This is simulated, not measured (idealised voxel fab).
process module | voxel self aligned vias
Section shown: cut. Width: 140 nm. Cell size: 5 nm, square.
Cross-section, as written here: a square-cell grid given band by band from the top down, where a band holds one or more rows of cells.
Top height, bottom height, nm. Materials left to right, width each, nm. Single material + "full width" = fills band edge to edge. "empty" = empty.
Height reference: 0 = level under which incoming wafer is all one material. Lowest band: no bottom, runs on downward, e.g. "0 down".
Width: "30 to 40" (first number = top row, second number = bottom row, same change from row to row of cells).
Any step labelled "no modification" changed none of the cells in the cross-section.
Closed empty spaces (no open way to the top) of 8 cells or more are what "Enclosed cavity list" lists, each as width x height at distance from the left edge, nm for all three.
Where a step's line continues beyond its settings, the continuation is a remark by the simulator itself on that step.
The setting "overlay nm" may be written on the line of a step. When the step uses a mask, the value reports how far to the right of the planned place the mask lay, and a negative value reports that it lay to the left.

Below is the list of planned process steps:
1) RECEIVE,material Si
2) CONFORMAL_DEP,material SiO2,thk nm 15
3) CONFORMAL_DEP,material SiCN,thk nm 5
4) DIRECTIONAL_DEP,material SiO2,thk nm 20
5) MASKED_ETCH,tone open,mask id LINES,width nm 25,pitch nm 50,etch materials SiO2,depth nm 20,overlay nm 0
6) CONFORMAL_DEP,material TiN,thk nm 5
7) FILL_DEP,material W,thk nm 10
8) CMP,height nm 40
9) SELECTIVE_ETCH,etch materials W Ru TiN,depth nm 10
10) FILL_DEP,material SiN,thk nm 5
11) CMP,height nm 40
12) DIRECTIONAL_DEP,material SiO2,thk nm 15
13) PATTERN,tone open,mask id VIAS,material resist,width nm 35,thk nm 20,overlay nm 0
14) DIRECTIONAL_ETCH,etch materials SiO2,depth nm 15
15) DIRECTIONAL_ETCH,etch materials SiN,depth nm 10
16) STRIP,etch materials resist
17) CONFORMAL_DEP,material TiN,thk nm 5
18) FILL_DEP,material Cu,thk nm 10
19) CMP,height nm 55
20) CONFORMAL_DEP,material SiN,thk nm 5

Here's what the wafer looked like in cross-section when it arrived - that's after step 1:
- 0 down  Si full width
- Enclosed cavity list: none

Look at the cross-section after the module: the wafer started out the way shown above and the plan was the one shown above, yet one mistake was made along the way:
- 60 to 55  SiN full width
- 55 to 45  SiO2 25 nm | TiN 5 nm | Cu 25 nm | TiN 5 nm | SiO2 80 nm
- 45 to 40  SiO2 25 nm | TiN 15 nm | Cu 5 nm | TiN 15 nm | SiO2 80 nm
- 40 to 35  SiO2 35 nm | TiN 5 nm | Cu 5 nm | TiN 5 nm | SiO2 35 nm | SiN 15 nm | SiO2 40 nm
- 35 to 30  SiO2 35 nm | TiN 15 nm | SiO2 35 nm | SiN 15 nm | SiO2 40 nm
- 30 to 25  SiO2 35 nm | TiN 5 nm | W 5 nm | TiN 5 nm | SiO2 35 nm | TiN 5 nm | W 5 nm | TiN 5 nm | SiO2 40 nm
- 25 to 20  SiO2 35 nm | TiN 15 nm | SiO2 35 nm | TiN 15 nm | SiO2 40 nm
- 20 to 15  SiCN full width
- 15 to 0  SiO2 full width
- 0 down  Si full width
- Enclosed cavity list: none
Where did the run depart from the plan? step 5 ran differently from the plan; actual operation with settings: MASKED_ETCH,tone open,mask id LINES,width nm 15,pitch nm 50,etch materials SiO2,depth nm 20,overlay nm 0
